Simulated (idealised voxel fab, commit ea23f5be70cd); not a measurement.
process module | voxel spacer lines
cross-section cut | 195 nm wide | cells 5 nm
A cross-section is a grid of square cells, given in bands from the top down. A band is one or more rows of cells.
Each band's line starts with the height of the band's top and of its bottom, in nm. Then come its materials from left to right, each with its width in nm. One material with "throughout" fills the band from edge to edge. "air" is empty space.
Height 0 is the level under which the wafer as received is all one material. The lowest band goes on downwards, as in "0 down".
A width such as "30 to 40" changes by the same amount from each row of cells to the next, from the band's top row to its bottom row.
"no change" after a step means that no cell of the cross-section changed.
closed voids: empty space of 8 cells or more with no open way to the top, each as width x height at its distance from the left edge, in nm
after a step's settings: what the simulator itself notes on the step
overlay nm, on a step with a mask: how far to the right of its planned place the mask lay; to the left if negative
plan
1 op RECEIVE | material Si
2 op CONFORMAL_DEP | material Al2O3 | thk nm 5
3 op DIRECTIONAL_DEP | material TiN | thk nm 15
4 op DIRECTIONAL_DEP | material polySi | thk nm 30
5 op PATTERN | tone cover | mask id MANDREL | material resist | width nm 20 | pitch nm 70 | thk nm 35 | overlay nm 0
6 op DIRECTIONAL_ETCH | etch materials polySi | depth nm 30
7 op STRIP | etch materials resist
8 op CONFORMAL_DEP | material SiO2 | thk nm 15
9 op DIRECTIONAL_ETCH | etch materials SiO2 | depth nm 15
10 op STRIP | etch materials polySi
11 op DIRECTIONAL_ETCH | etch materials TiN | depth nm 15
12 op STRIP | etch materials SiO2
as received, after step 1
  0 down: Si throughout
  closed voids: none
first wafer at the end, as planned
  20 to 5: TiN 15 | air 20 | TiN 15 | air 20 | TiN 15 | air 20 | TiN 15 | air 20 | TiN 15 | air 20 | TiN 15 | air 5
  5 to 0: Al2O3 throughout
  0 down: Si throughout
  closed voids: none
second wafer at the end: like start, like plan, one mistake
  35 to 5: polySi throughout
  5 to 0: Al2O3 throughout
  0 down: Si throughout
  closed voids: none
what went wrong: steps 3 and 4 were swapped
at the end the second wafer has, in cells: 54 fewer of TiN | 234 more of polySi
